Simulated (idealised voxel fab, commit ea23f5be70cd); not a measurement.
The name of this process module is voxel tone inversion.
The cross-section on display is named cut; it measures 165 nm wide, and its cells are 5 nm squares.
Notation: cross-section as square-cell grid; stated in bands, top first, going down; one or more cell rows per band. Top, bottom (nm), then materials left to right with widths (nm); lone material tagged "everywhere" fills the whole band edge to edge; "air" = empty space. Height 0 is the level under which the wafer as received is all one material. The lowest band goes on downwards, as in "0 -> down". The notation "30..40" denotes a width that varies across the rows of cells in the band, beginning at the first number in the top row, finishing at the second number in the bottom row, and changing by an identical amount from each row to the next. "remained the same" for a step: no cell of the cross-section changed in that step. Any empty space of 8 cells or more lacking an open way to the top shows up in "Closed void list" as width x height at distance, distance from the left edge, in nm. after a step's settings: what the simulator itself notes on the step. When a step includes a mask, the "overlay nm" setting on its line states how far to the right of its planned place that mask lay, and negative values state how far to the left.

[Here's what the planned process steps look like]
1: RECEIVE [material Si]
2: CONFORMAL_DEP [material SiN] [thk nm 5]
3: DIRECTIONAL_DEP [material aC] [thk nm 20]
4: PATTERN [tone cover] [mask id POSTS] [material resist] [width nm 15] [pitch nm 30] [thk nm 30] [overlay nm 0]
5: DIRECTIONAL_ETCH [etch materials aC] [depth nm 20]
6: STRIP [etch materials resist]
7: FILL_DEP [material lowk] [thk nm 5]
8: CMP [height nm 25]
9: STRIP [etch materials aC]

[On the first of the two wafers: run conducted according to plan]

[As received (post step 1): cross-section]
  0 -> down: Si everywhere
  Closed void list: none

[The wafer in cross-section once step 2 is complete]
  5 -> 0: SiN everywhere
  below 0: unchanged

[The wafer in cross-section once step 3 is complete]
  25 -> 5: aC everywhere
  below 5: unchanged

[The wafer in cross-section once step 4 is complete]
  55 -> 25: air=30, resist=15, air=15, resist=15, air=15, resist=15, air=15, resist=15, air=30
  below 25: unchanged

[The wafer in cross-section once step 5 is complete]
  35 -> 25: air=30, resist=15, air=15, resist=15, air=15, resist=15, air=15, resist=15, air=30
  25 -> 5: air=30, aC=15, air=15, aC=15, air=15, aC=15, air=15, aC=15, air=30
  below 5: unchanged

[The wafer in cross-section once step 6 is complete]
  25 -> 5: air=30, aC=15, air=15, aC=15, air=15, aC=15, air=15, aC=15, air=30
  below 5: unchanged

[The wafer in cross-section once step 7 is complete]
  30 -> 25: lowk everywhere
  25 -> 5: lowk=30, aC=15, lowk=15, aC=15, lowk=15, aC=15, lowk=15, aC=15, lowk=30
  below 5: unchanged

[The wafer in cross-section once step 8 is complete]
  25 -> 5: lowk=30, aC=15, lowk=15, aC=15, lowk=15, aC=15, lowk=15, aC=15, lowk=30
  below 5: unchanged

[The wafer in cross-section once step 9 is complete]
  25 -> 5: lowk=30, air=15, lowk=15, air=15, lowk=15, air=15, lowk=15, air=15, lowk=30
  below 5: unchanged

[Companion wafer, the second of two: same beginning, same intended sequence, one mistake in carrying it out; through step 8 inclusive it tracks the first exactly]

[Second wafer, cross-section, planned end of step 9]
  25 -> 5: air=30, aC=15, air=15, aC=15, air=15, aC=15, air=15, aC=15, air=30
  below 5: unchanged
Misprocessing identified: step 9 was processed under conditions differing from the plan, specifically as STRIP [etch materials lowk]
Final cells, second wafer relative to first, materials higher or lower: 48 more of aC | 84 fewer of lowk
